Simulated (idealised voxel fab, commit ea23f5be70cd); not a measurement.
Process module heading - voxel wiring stack
Cross-section cut: width 195 nm, square cells of 5 nm.
Just so we're on the same page, the cross-sections are grids of square cells, and they're listed out in bands top to bottom, each band one or more rows deep.
Read a band's entry like this: the first values are the height of its top and the height of its bottom in nm, and what follows is the sequence of materials from left to right, each with its width in nm. Note that "air" is empty space, and that a single material marked "edge to edge" reaches across the band from edge to edge.
Ref level 0: as-received wafer is one material below here. Bottom band extends down with no lower bound ("0 -> down").
So if you see something like "30->40" for the width, read it as the top row of the band sitting at the first number and the bottom row at the second, with every row in between moving by the same amount as the last.
It should be understood that the words "all unchanged", when stated for a given step, signify that the cross-section underwent no change in any of its cells during that step.
For the entry "Enclosed internal cavities", the listed items are empty spaces with no open way to the top whose size is 8 cells or more; each item follows the pattern width x height at distance, where distance is from the left edge and all three are in nm.
If you see something after the settings on a step's line, that's the simulator's own remark about that step.
On any step carrying a mask, the "overlay nm" setting, if present on the step's line, tells how far right of its planned place the mask lay; negative values point to the left.
So here's the lineup of process steps we planned
- 1: RECEIVE: material Si
- 2: CONFORMAL_DEP: material SiO2, thk nm 10
- 3: CONFORMAL_DEP: material SiCN, thk nm 5
- 4: DIRECTIONAL_DEP: material lowk, thk nm 20
- 5: MASKED_ETCH: tone open, mask id METAL_1, width nm 25, pitch nm 45, etch materials lowk, depth nm 20, overlay nm 0
- 6: MASKED_ETCH: tone open, mask id METAL_1, width nm 25, pitch nm 45, etch materials SiCN, depth nm 5, overlay nm 0
- 7: CONFORMAL_DEP: material TiN, thk nm 5
- 8: FILL_DEP: material Ru, thk nm 5
- 9: CMP: height nm 35
- 10: CONFORMAL_DEP: material SiCN, thk nm 5
- 11: DIRECTIONAL_DEP: material SiO2, thk nm 35
- 12: MASKED_ETCH: tone open, mask id METAL_2_HOLES, width nm 15, pitch nm 45, etch materials SiO2, depth nm 35, overlay nm 0
- 13: DIRECTIONAL_DEP: material aC, thk nm 15
- 14: PATTERN: tone open, mask id METAL_2, material resist, width nm 25, pitch nm 45, thk nm 30, overlay nm 0
- 15: DIRECTIONAL_ETCH: etch materials aC, depth nm 15
- 16: STRIP: etch materials resist
- 17: DIRECTIONAL_ETCH: etch materials SiO2, depth nm 20
- 18: DIRECTIONAL_ETCH: etch materials SiCN, depth nm 5
- 19: STRIP: etch materials aC
- 20: CONFORMAL_DEP: material TiN, thk nm 5
- 21: FILL_DEP: material Cu, thk nm 5
- 22: CMP: height nm 75
- 23: CONFORMAL_DEP: material SiCN, thk nm 5
- 24: DIRECTIONAL_DEP: material SiO2, thk nm 10
- 25: DIRECTIONAL_DEP: material aC, thk nm 10
- 26: PATTERN: tone open, mask id PLUG_2, material resist, width nm 15, pitch nm 90, thk nm 25, overlay nm 0
- 27: DIRECTIONAL_ETCH: etch materials aC, depth nm 10
- 28: STRIP: etch materials resist
- 29: DIRECTIONAL_ETCH: etch materials SiO2, depth nm 10
- 30: DIRECTIONAL_ETCH: etch materials SiCN, depth nm 5
- 31: STRIP: etch materials aC
- 32: CONFORMAL_DEP: material TiN, thk nm 5
- 33: FILL_DEP: material Cu, thk nm 5
- 34: CMP: height nm 90
- 35: DIRECTIONAL_DEP: material TiN, thk nm 5
- 36: DIRECTIONAL_DEP: material W, thk nm 20
- 37: MASKED_ETCH: tone cover, mask id METAL_3, width nm 25, pitch nm 45, etch materials W, depth nm 20, overlay nm 0
- 38: MASKED_ETCH: tone cover, mask id METAL_3, width nm 25, pitch nm 45, etch materials TiN, depth nm 5, overlay nm 0
- 39: CONFORMAL_DEP: material SiCN, thk nm 5
- 40: FILL_DEP: material SiO2, thk nm 10
- 41: CMP: height nm 115
- 42: CONFORMAL_DEP: material SiN, thk nm 5
Wafer at receipt (post step 1), cross-section
    0 -> down | Si edge to edge
    Enclosed internal cavities: none
The cross-section shown corresponds to the wafer at the conclusion of the module. The initial structure and the process plan are those presented above; however, one mistake occurred in executing the plan
    120 -> 115 | SiN edge to edge
    115 -> 95 | SiO2 (35), SiCN (5), W (25), SiCN (5), SiO2 (10), SiCN (5), W (25), SiCN (5), SiO2 (10), SiCN (5), W (25), SiCN (5), SiO2 (35)
    95 -> 90 | SiCN (40), TiN (25), SiCN (20), TiN (25), SiCN (20), TiN (25), SiCN (40)
    90 -> 85 | SiCN (40), TiN (15), SiCN (75), TiN (15), SiCN (50)
    85 -> 75 | SiO2 edge to edge
    75 -> 60 | SiO2 (40), TiN (5), Cu (15), TiN (5), SiO2 (20), TiN (5), Cu (15), TiN (5), SiO2 (20), TiN (5), Cu (15), TiN (5), SiO2 (40)
    60 -> 55 | SiO2 (40), TiN (5), Cu (5), TiN (15), SiO2 (20), TiN (5), Cu (5), TiN (15), SiO2 (20), TiN (5), Cu (5), TiN (15), SiO2 (40)
    55 -> 40 | SiO2 (40), TiN (5), Cu (5), TiN (5), SiO2 (30), TiN (5), Cu (5), TiN (5), SiO2 (30), TiN (5), Cu (5), TiN (5), SiO2 (50)
    40 -> 35 | SiCN (40), TiN (15), SiCN (30), TiN (15), SiCN (30), TiN (15), SiCN (50)
    35 -> 15 | lowk (40), TiN (5), Ru (15), TiN (5), lowk (20), TiN (5), Ru (15), TiN (5), lowk (20), TiN (5), Ru (15), TiN (5), lowk (40)
    15 -> 10 | SiCN (40), TiN (25), SiCN (20), TiN (25), SiCN (20), TiN (25), SiCN (40)
    10 -> 0 | SiO2 edge to edge
    0 -> down | Si edge to edge
    Enclosed internal cavities: none
Short version of what went wrong: it was found that steps 23 and 24 of the process plan had been performed in exchanged positions
